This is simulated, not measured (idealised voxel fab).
Title: Process Module voxel self aligned contacts
It is cross-section cut that appears here, measuring 145 nm in width, its square cells being 5 nm in size.
A cross-section is written here as square cells arranged in a grid, and it is given in bands from the top down, each band taking up one or more rows of cells. Band: top and bottom heights (nm) first, top before bottom; then materials from left to right, widths in nm. "edge to edge" marks a sole material filling the band edge to edge. "blank" denotes empty space. Heights are reckoned from 0. Under this level, the received wafer is all of one material. The bottommost band is open-ended downward, for example "0 down". So if you see something like "30->40" for the width, read it as the top row of the band sitting at the first number and the bottom row at the second, with every row in between moving by the same amount as the last. Step marked "same as before"? Then no cell in the cross-section changed in it. "Fully sealed voids" means: voids of 8 cells or more that are shut off from the top with no open way through. Written width x height at distance, distance from the left edge, in nm. Read whatever lies past the settings on a step's line as the simulator's own remark about the step. For masked steps, "overlay nm" on the step line gives how far right of plan the mask actually lay; a minus sign means it lay to the left.
-- Listed below are the process steps as planned
| 1 | RECEIVE: material Si |
| 2 | CONFORMAL_DEP: material SiO2, thk nm 5 |
| 3 | DIRECTIONAL_DEP: material polySi, thk nm 30 |
| 4 | DIRECTIONAL_DEP: material SiN, thk nm 20 |
| 5 | DIRECTIONAL_DEP: material aC, thk nm 15 |
| 6 | PATTERN: tone cover, mask id GATE, material resist, width nm 30, pitch nm 55, thk nm 30, overlay nm 0 |
| 7 | DIRECTIONAL_ETCH: etch materials aC, depth nm 15 |
| 8 | STRIP: etch materials resist |
| 9 | DIRECTIONAL_ETCH: etch materials SiN, depth nm 20 |
| 10 | DIRECTIONAL_ETCH: etch materials polySi, depth nm 30 |
| 11 | STRIP: etch materials aC |
| 12 | CONFORMAL_DEP: material SiN, thk nm 5 |
| 13 | DIRECTIONAL_ETCH: etch materials SiN, depth nm 5 |
| 14 | FILL_DEP: material SiO2, thk nm 10 |
| 15 | CMP: height nm 60 |
| 16 | MASKED_ETCH: tone open, mask id CONTACT, width nm 35, etch materials SiO2, depth nm 60, overlay nm 0 |
| 17 | CONFORMAL_DEP: material TiN, thk nm 5 |
| 18 | FILL_DEP: material W, thk nm 10 |
| 19 | CMP: height nm 60 |
| 20 | CONFORMAL_DEP: material SiN, thk nm 5 |
-- First wafer of two (run as planned)
-- The cross-section here shows the wafer as received, i.e. in its state after step 1
> 0 down: Si edge to edge
> Fully sealed voids: none
-- Sectional view: wafer, after step 2
> 5 to 0: SiO2 edge to edge
> Below 0 it's all the same as before, nothing changed down there.
-- Sectional view: wafer, after step 3
> 35 to 5: polySi edge to edge
> Below 5 it's all the same as before, nothing changed down there.
-- Sectional view: wafer, after step 4
> 55 to 35: SiN edge to edge
> Below 35 it's all the same as before, nothing changed down there.
-- Sectional view: wafer, after step 5
> 70 to 55: aC edge to edge
> Below 55 it's all the same as before, nothing changed down there.
-- Sectional view: wafer, after step 6
> 100 to 70: blank=30, resist=30, blank=25, resist=30, blank=30
> Below 70 it's all the same as before, nothing changed down there.
-- Sectional view: wafer, after step 7
> 85 to 70: blank=30, resist=30, blank=25, resist=30, blank=30
> 70 to 55: blank=30, aC=30, blank=25, aC=30, blank=30
> Below 55 it's all the same as before, nothing changed down there.
-- Sectional view: wafer, after step 8
> 70 to 55: blank=30, aC=30, blank=25, aC=30, blank=30
> Below 55 it's all the same as before, nothing changed down there.
-- Sectional view: wafer, after step 9
> 70 to 55: blank=30, aC=30, blank=25, aC=30, blank=30
> 55 to 35: blank=30, SiN=30, blank=25, SiN=30, blank=30
> Below 35 it's all the same as before, nothing changed down there.
-- Sectional view: wafer, after step 10
> 70 to 55: blank=30, aC=30, blank=25, aC=30, blank=30
> 55 to 35: blank=30, SiN=30, blank=25, SiN=30, blank=30
> 35 to 5: blank=30, polySi=30, blank=25, polySi=30, blank=30
> Below 5 it's all the same as before, nothing changed down there.
-- Sectional view: wafer, after step 11
> 55 to 35: blank=30, SiN=30, blank=25, SiN=30, blank=30
> Below 35 it's all the same as before, nothing changed down there.
-- Sectional view: wafer, after step 12
> 60 to 35: blank=25, SiN=40, blank=15, SiN=40, blank=25
> 35 to 10: blank=25, SiN=5, polySi=30, SiN=5, blank=15, SiN=5, polySi=30, SiN=5, blank=25
> 10 to 5: SiN=30, polySi=30, SiN=25, polySi=30, SiN=30
> Below 5 it's all the same as before, nothing changed down there.
-- Sectional view: wafer, after step 13
> 55 to 35: blank=25, SiN=40, blank=15, SiN=40, blank=25
> 35 to 5: blank=25, SiN=5, polySi=30, SiN=5, blank=15, SiN=5, polySi=30, SiN=5, blank=25
> Below 5 it's all the same as before, nothing changed down there.
-- Sectional view: wafer, after step 14
> 65 to 55: SiO2 edge to edge
> 55 to 35: SiO2=25, SiN=40, SiO2=15, SiN=40, SiO2=25
> 35 to 5: SiO2=25, SiN=5, polySi=30, SiN=5, SiO2=15, SiN=5, polySi=30, SiN=5, SiO2=25
> Below 5 it's all the same as before, nothing changed down there.
-- Sectional view: wafer, after step 15
> 60 to 55: SiO2 edge to edge
> Below 55 it's all the same as before, nothing changed down there.
-- Sectional view: wafer, after step 16
> 60 to 55: SiO2=55, blank=35, SiO2=55
> 55 to 35: SiO2=25, SiN=40, blank=15, SiN=40, SiO2=25
> 35 to 5: SiO2=25, SiN=5, polySi=30, SiN=5, blank=15, SiN=5, polySi=30, SiN=5, SiO2=25
> 5 to 0: SiO2=65, blank=15, SiO2=65
> Below 0 it's all the same as before, nothing changed down there.
-- Sectional view: wafer, after step 17
> 65 to 60: TiN=60, blank=25, TiN=60
> 60 to 55: SiO2=55, TiN=15, blank=5, TiN=15, SiO2=55
> 55 to 35: SiO2=25, SiN=40, TiN=5, blank=5, TiN=5, SiN=40, SiO2=25
> 35 to 5: SiO2=25, SiN=5, polySi=30, SiN=5, TiN=5, blank=5, TiN=5, SiN=5, polySi=30, SiN=5, SiO2=25
> 5 to 0: SiO2=65, TiN=15, SiO2=65
> Below 0 it's all the same as before, nothing changed down there.
-- Sectional view: wafer, after step 18
> 75 to 65: W edge to edge
> 65 to 60: TiN=60, W=25, TiN=60
> 60 to 55: SiO2=55, TiN=15, W=5, TiN=15, SiO2=55
> 55 to 35: SiO2=25, SiN=40, TiN=5, W=5, TiN=5, SiN=40, SiO2=25
> 35 to 5: SiO2=25, SiN=5, polySi=30, SiN=5, TiN=5, W=5, TiN=5, SiN=5, polySi=30, SiN=5, SiO2=25
> Below 5 it's all the same as before, nothing changed down there.
-- Sectional view: wafer, after step 19
> 60 to 55: SiO2=55, TiN=15, W=5, TiN=15, SiO2=55
> Below 55 it's all the same as before, nothing changed down there.
-- Sectional view: wafer, after step 20
> 65 to 60: SiN edge to edge
> Below 60 it's all the same as before, nothing changed down there.
-- Here the second wafer is described. Its start and its plan were those of the first wafer. Its run contained one mistake. Up to and including step 4, it did exactly what the first wafer did
-- Cross-section: second wafer, time at which step 5 was scheduled to end
> 70 to 55: W edge to edge
> Below 55 it's all the same as before, nothing changed down there.
-- Cross-section: second wafer, time at which step 6 was scheduled to end
> 100 to 70: blank=30, resist=30, blank=25, resist=30, blank=30
> Below 70 it's all the same as before, nothing changed down there.
-- Cross-section: second wafer, time at which step 7 was scheduled to end
> 85 to 70: blank=30, resist=30, blank=25, resist=30, blank=30
> Below 70 it's all the same as before, nothing changed down there.
-- Cross-section: second wafer, time at which step 8 was scheduled to end
> 70 to 55: W edge to edge
> Below 55 it's all the same as before, nothing changed down there.
Cross-section: second wafer, time at which step 9 was scheduled to end: same as before
Cross-section: second wafer, time at which step 10 was scheduled to end: same as before
Cross-section: second wafer, time at which step 11 was scheduled to end: same as before
-- Cross-section: second wafer, time at which step 12 was scheduled to end
> 75 to 70: SiN edge to edge
> Below 70 it's all the same as before, nothing changed down there.
-- Cross-section: second wafer, time at which step 13 was scheduled to end
> 70 to 55: W edge to edge
> Below 55 it's all the same as before, nothing changed down there.
-- Cross-section: second wafer, time at which step 14 was scheduled to end
> 80 to 70: SiO2 edge to edge
> Below 70 it's all the same as before, nothing changed down there.
-- Cross-section: second wafer, time at which step 15 was scheduled to end
> 60 to 55: W edge to edge
> Below 55 it's all the same as before, nothing changed down there.
Cross-section: second wafer, time at which step 16 was scheduled to end: same as before
-- Cross-section: second wafer, time at which step 17 was scheduled to end
> 65 to 60: TiN edge to edge
> Below 60 it's all the same as before, nothing changed down there.
-- Cross-section: second wafer, time at which step 18 was scheduled to end
> 75 to 65: W edge to edge
> Below 65 it's all the same as before, nothing changed down there.
-- Cross-section: second wafer, time at which step 19 was scheduled to end
> 60 to 55: W edge to edge
> Below 55 it's all the same as before, nothing changed down there.
-- Cross-section: second wafer, time at which step 20 was scheduled to end
> 65 to 60: SiN edge to edge
> Below 60 it's all the same as before, nothing changed down there.
Short version of what went wrong: step 5 deviated from plan and actually ran as DIRECTIONAL_DEP: material W, thk nm 15
Once processing is complete, comparing cell counts shows that the second wafer has more or fewer of certain materials than the first: +28 SiN; -119 SiO2; -29 TiN; +18 W; +102 polySi
